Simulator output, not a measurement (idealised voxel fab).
process module | voxel trench capacitor
Section cut is 140 nm wide and gridded with 5 nm square cells.
Format of a cross-section: grid, square cells. Given as bands. Order: top down. Band: one or more rows of cells. What a band's entry tells you: where the top is and where the bottom is, as heights in nm, and after that what lies inside, material by material from left to right, each with its width in nm. Empty space is written as the word "blank", and a single material marked with the word "throughout" occupies the band from edge to edge. Heads up on the height convention: 0 is the point under which the incoming wafer is all one material, and the lowest band has no bottom, it just keeps going down, like "0 and below". Quick explanation for "30 to 40": the width changes in equal steps down the rows of cells, from the first number in the band's top row to the second number in its bottom row. The designation "no change", where it is given for a processing step, indicates that no cell of the cross-section was altered in the course of that step. Listed in "Voids, sealed": every empty space of 8 or more cells without an open way to the top. Form: width x height at distance, the distance being from the left edge, all in nm. What comes after the settings on a step's line is commentary from the simulator itself on that step. "overlay nm" on a masked step: distance the mask lay right of its planned place, negative for left.

Steps planned for the process:
| 1 | RECEIVE [material Si] |
| 2 | CONFORMAL_DEP [material SiN] [thk nm 10] |
| 3 | DIRECTIONAL_DEP [material aC] [thk nm 10] |
| 4 | PATTERN [tone open] [mask id TRENCH] [material resist] [width nm 15] [pitch nm 35] [thk nm 25] [overlay nm 0] |
| 5 | DIRECTIONAL_ETCH [etch materials aC] [depth nm 10] |
| 6 | STRIP [etch materials resist] |
| 7 | DIRECTIONAL_ETCH [etch materials SiN] [depth nm 10] |
| 8 | DIRECTIONAL_ETCH [etch materials Si] [depth nm 25] |
| 9 | STRIP [etch materials aC] |
| 10 | CONFORMAL_DEP [material SiO2] [thk nm 5] |
| 11 | FILL_DEP [material polySi] [thk nm 10] |
| 12 | CMP [height nm 10] |

Incoming wafer in cross-section (state: after step 1):
- 0 and below = Si throughout
- Voids, sealed: none

End-of-module cross-section. Starting structure and process plan as above; one mistake made in running it:
- 10 down to 0 = SiN 25, then SiO2 5, then polySi 5, then SiO2 5, then SiN 20, then SiO2 5, then polySi 5, then SiO2 5, then SiN 20, then SiO2 5, then polySi 5, then SiO2 5, then SiN 30
- 0 down to -15 = Si 25, then SiO2 5, then polySi 5, then SiO2 5, then Si 20, then SiO2 5, then polySi 5, then SiO2 5, then Si 20, then SiO2 5, then polySi 5, then SiO2 5, then Si 30
- -15 down to -20 = Si 25, then SiO2 15, then Si 20, then SiO2 15, then Si 20, then SiO2 15, then Si 30
- -20 and below = Si throughout
- Voids, sealed: none
It is concluded that the wafer was processed incorrectly with respect to the plan, in that in deviation from the planned setting, step 8 was conducted as DIRECTIONAL_ETCH [etch materials Si] [depth nm 20]
